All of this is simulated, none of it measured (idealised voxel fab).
This section sets out a process module, namely voxel self aligned contacts.
It is cross-section cut that appears here, measuring 150 nm in width, its square cells being 5 nm in size.
Cross-section = grid of square cells, listed top down in bands; band = one or more rows.
For a band, the entry starts with two heights in nm, that of the top and then that of the bottom, and carries on with the band's materials in order from left to right, each alongside its width in nm; the word "full width" beside a single material means it fills the band edge to edge, and "empty" means empty space.
Heights are expressed relative to 0, this being the level below which the as-received wafer comprises one material exclusively. The lowest band is unbounded in the downward direction and is denoted as in "top 0, no bottom".
The two numbers in a width such as "30 to 40" mark its ends across the band: the first belongs to the top row of cells, the second to the bottom row, and from each row to the next the width moves by the same amount.
"no modifications" for a step: no cell of the cross-section changed in that step.
"Voids lacking openings" lists enclosed empty spaces (at least 8 cells, no open path upward to the top), each as width x height at distance from the left edge, in nm.
If you see something after the settings on a step's line, that's the simulator's own remark about that step.
overlay nm, on a step with a mask: how far to the right of its planned place the mask lay; to the left if negative

### Process steps (planned)
1 RECEIVE: material Si
2 CONFORMAL_DEP: material SiO2, thk nm 5
3 DIRECTIONAL_DEP: material polySi, thk nm 25
4 DIRECTIONAL_DEP: material SiN, thk nm 20
5 DIRECTIONAL_DEP: material aC, thk nm 15
6 PATTERN: tone cover, mask id GATE, material resist, width nm 30, pitch nm 70, thk nm 30, overlay nm 0
7 DIRECTIONAL_ETCH: etch materials aC, depth nm 15
8 STRIP: etch materials resist
9 DIRECTIONAL_ETCH: etch materials SiN, depth nm 20
10 DIRECTIONAL_ETCH: etch materials polySi, depth nm 25
11 STRIP: etch materials aC
12 CONFORMAL_DEP: material SiN, thk nm 10
13 DIRECTIONAL_ETCH: etch materials SiN, depth nm 10
14 FILL_DEP: material SiO2, thk nm 10
15 CMP: height nm 55
16 MASKED_ETCH: tone open, mask id CONTACT, width nm 50, etch materials SiO2, depth nm 55, overlay nm 0
17 CONFORMAL_DEP: material TiN, thk nm 5
18 FILL_DEP: material W, thk nm 10
19 CMP: height nm 55
20 CONFORMAL_DEP: material SiCN, thk nm 5

### First of two wafers, processed according to plan

### Delivered wafer in cross-section: state after step 1
* top 0, no bottom | Si full width
* Voids lacking openings: none

### Once step 2 is through, the wafer looks like this in cross-section
* top 5, bottom 0 | SiO2 full width
* Under the height 0 nothing was changed.

### Once step 3 is through, the wafer looks like this in cross-section
* top 30, bottom 5 | polySi full width
* Under the height 5 nothing was changed.

### Once step 4 is through, the wafer looks like this in cross-section
* top 50, bottom 30 | SiN full width
* Under the height 30 nothing was changed.

### Once step 5 is through, the wafer looks like this in cross-section
* top 65, bottom 50 | aC full width
* Under the height 50 nothing was changed.

### Once step 6 is through, the wafer looks like this in cross-section
* top 95, bottom 65 | empty 25 nm, resist 30 nm, empty 40 nm, resist 30 nm, empty 25 nm
* Under the height 65 nothing was changed.

### Once step 7 is through, the wafer looks like this in cross-section
* top 80, bottom 65 | empty 25 nm, resist 30 nm, empty 40 nm, resist 30 nm, empty 25 nm
* top 65, bottom 50 | empty 25 nm, aC 30 nm, empty 40 nm, aC 30 nm, empty 25 nm
* Under the height 50 nothing was changed.

### Once step 8 is through, the wafer looks like this in cross-section
* top 65, bottom 50 | empty 25 nm, aC 30 nm, empty 40 nm, aC 30 nm, empty 25 nm
* Under the height 50 nothing was changed.

### Once step 9 is through, the wafer looks like this in cross-section
* top 65, bottom 50 | empty 25 nm, aC 30 nm, empty 40 nm, aC 30 nm, empty 25 nm
* top 50, bottom 30 | empty 25 nm, SiN 30 nm, empty 40 nm, SiN 30 nm, empty 25 nm
* Under the height 30 nothing was changed.

### Once step 10 is through, the wafer looks like this in cross-section
* top 65, bottom 50 | empty 25 nm, aC 30 nm, empty 40 nm, aC 30 nm, empty 25 nm
* top 50, bottom 30 | empty 25 nm, SiN 30 nm, empty 40 nm, SiN 30 nm, empty 25 nm
* top 30, bottom 5 | empty 25 nm, polySi 30 nm, empty 40 nm, polySi 30 nm, empty 25 nm
* Under the height 5 nothing was changed.

### Once step 11 is through, the wafer looks like this in cross-section
* top 50, bottom 30 | empty 25 nm, SiN 30 nm, empty 40 nm, SiN 30 nm, empty 25 nm
* Under the height 30 nothing was changed.

### Once step 12 is through, the wafer looks like this in cross-section
* top 60, bottom 30 | empty 15 nm, SiN 50 nm, empty 20 nm, SiN 50 nm, empty 15 nm
* top 30, bottom 15 | empty 15 nm, SiN 10 nm, polySi 30 nm, SiN 10 nm, empty 20 nm, SiN 10 nm, polySi 30 nm, SiN 10 nm, empty 15 nm
* top 15, bottom 5 | SiN 25 nm, polySi 30 nm, SiN 40 nm, polySi 30 nm, SiN 25 nm
* Under the height 5 nothing was changed.

### Once step 13 is through, the wafer looks like this in cross-section
* top 50, bottom 30 | empty 15 nm, SiN 50 nm, empty 20 nm, SiN 50 nm, empty 15 nm
* top 30, bottom 5 | empty 15 nm, SiN 10 nm, polySi 30 nm, SiN 10 nm, empty 20 nm, SiN 10 nm, polySi 30 nm, SiN 10 nm, empty 15 nm
* Under the height 5 nothing was changed.

### Once step 14 is through, the wafer looks like this in cross-section
* top 60, bottom 50 | SiO2 full width
* top 50, bottom 30 | SiO2 15 nm, SiN 50 nm, SiO2 20 nm, SiN 50 nm, SiO2 15 nm
* top 30, bottom 5 | SiO2 15 nm, SiN 10 nm, polySi 30 nm, SiN 10 nm, SiO2 20 nm, SiN 10 nm, polySi 30 nm, SiN 10 nm, SiO2 15 nm
* Under the height 5 nothing was changed.

### Once step 15 is through, the wafer looks like this in cross-section
* top 55, bottom 50 | SiO2 full width
* Under the height 50 nothing was changed.

### Once step 16 is through, the wafer looks like this in cross-section
* top 55, bottom 50 | SiO2 50 nm, empty 50 nm, SiO2 50 nm
* top 50, bottom 30 | SiO2 15 nm, SiN 50 nm, empty 20 nm, SiN 50 nm, SiO2 15 nm
* top 30, bottom 5 | SiO2 15 nm, SiN 10 nm, polySi 30 nm, SiN 10 nm, empty 20 nm, SiN 10 nm, polySi 30 nm, SiN 10 nm, SiO2 15 nm
* top 5, bottom 0 | SiO2 65 nm, empty 20 nm, SiO2 65 nm
* Under the height 0 nothing was changed.

### Once step 17 is through, the wafer looks like this in cross-section
* top 60, bottom 55 | TiN 55 nm, empty 40 nm, TiN 55 nm
* top 55, bottom 50 | SiO2 50 nm, TiN 20 nm, empty 10 nm, TiN 20 nm, SiO2 50 nm
* top 50, bottom 30 | SiO2 15 nm, SiN 50 nm, TiN 5 nm, empty 10 nm, TiN 5 nm, SiN 50 nm, SiO2 15 nm
* top 30, bottom 5 | SiO2 15 nm, SiN 10 nm, polySi 30 nm, SiN 10 nm, TiN 5 nm, empty 10 nm, TiN 5 nm, SiN 10 nm, polySi 30 nm, SiN 10 nm, SiO2 15 nm
* top 5, bottom 0 | SiO2 65 nm, TiN 20 nm, SiO2 65 nm
* Under the height 0 nothing was changed.

### Once step 18 is through, the wafer looks like this in cross-section
* top 70, bottom 60 | W full width
* top 60, bottom 55 | TiN 55 nm, W 40 nm, TiN 55 nm
* top 55, bottom 50 | SiO2 50 nm, TiN 20 nm, W 10 nm, TiN 20 nm, SiO2 50 nm
* top 50, bottom 30 | SiO2 15 nm, SiN 50 nm, TiN 5 nm, W 10 nm, TiN 5 nm, SiN 50 nm, SiO2 15 nm
* top 30, bottom 5 | SiO2 15 nm, SiN 10 nm, polySi 30 nm, SiN 10 nm, TiN 5 nm, W 10 nm, TiN 5 nm, SiN 10 nm, polySi 30 nm, SiN 10 nm, SiO2 15 nm
* Under the height 5 nothing was changed.

### Once step 19 is through, the wafer looks like this in cross-section
* top 55, bottom 50 | SiO2 50 nm, TiN 20 nm, W 10 nm, TiN 20 nm, SiO2 50 nm
* Under the height 50 nothing was changed.

### Once step 20 is through, the wafer looks like this in cross-section
* top 60, bottom 55 | SiCN full width
* Under the height 55 nothing was changed.

### Second of two: same start, same plan, one run error; steps up to and including 15 match the first

### Cross-section: second wafer, time at which step 16 was scheduled to end
* top 55, bottom 50 | SiO2 40 nm, empty 50 nm, SiO2 60 nm
* top 50, bottom 30 | SiO2 15 nm, SiN 50 nm, empty 20 nm, SiN 50 nm, SiO2 15 nm
* top 30, bottom 5 | SiO2 15 nm, SiN 10 nm, polySi 30 nm, SiN 10 nm, empty 20 nm, SiN 10 nm, polySi 30 nm, SiN 10 nm, SiO2 15 nm
* top 5, bottom 0 | SiO2 65 nm, empty 20 nm, SiO2 65 nm
* Under the height 0 nothing was changed.

### Cross-section: second wafer, time at which step 17 was scheduled to end
* top 60, bottom 55 | TiN 45 nm, empty 40 nm, TiN 65 nm
* top 55, bottom 50 | SiO2 40 nm, TiN 30 nm, empty 10 nm, TiN 10 nm, SiO2 60 nm
* top 50, bottom 30 | SiO2 15 nm, SiN 50 nm, TiN 5 nm, empty 10 nm, TiN 5 nm, SiN 50 nm, SiO2 15 nm
* top 30, bottom 5 | SiO2 15 nm, SiN 10 nm, polySi 30 nm, SiN 10 nm, TiN 5 nm, empty 10 nm, TiN 5 nm, SiN 10 nm, polySi 30 nm, SiN 10 nm, SiO2 15 nm
* top 5, bottom 0 | SiO2 65 nm, TiN 20 nm, SiO2 65 nm
* Under the height 0 nothing was changed.

### Cross-section: second wafer, time at which step 18 was scheduled to end
* top 70, bottom 60 | W full width
* top 60, bottom 55 | TiN 45 nm, W 40 nm, TiN 65 nm
* top 55, bottom 50 | SiO2 40 nm, TiN 30 nm, W 10 nm, TiN 10 nm, SiO2 60 nm
* top 50, bottom 30 | SiO2 15 nm, SiN 50 nm, TiN 5 nm, W 10 nm, TiN 5 nm, SiN 50 nm, SiO2 15 nm
* top 30, bottom 5 | SiO2 15 nm, SiN 10 nm, polySi 30 nm, SiN 10 nm, TiN 5 nm, W 10 nm, TiN 5 nm, SiN 10 nm, polySi 30 nm, SiN 10 nm, SiO2 15 nm
* Under the height 5 nothing was changed.

### Cross-section: second wafer, time at which step 19 was scheduled to end
* top 55, bottom 50 | SiO2 40 nm, TiN 30 nm, W 10 nm, TiN 10 nm, SiO2 60 nm
* Under the height 50 nothing was changed.

### Cross-section: second wafer, time at which step 20 was scheduled to end
* top 60, bottom 55 | SiCN full width
* Under the height 55 nothing was changed.
In executing the process, a mistake was made relative to the plan: off-plan run, step 16, actual operation and settings MASKED_ETCH: tone open, mask id CONTACT, width nm 50, etch materials SiO2, depth nm 55, overlay nm -10
at the end the second wafer has, in cells: as many of each material as the first, in other places
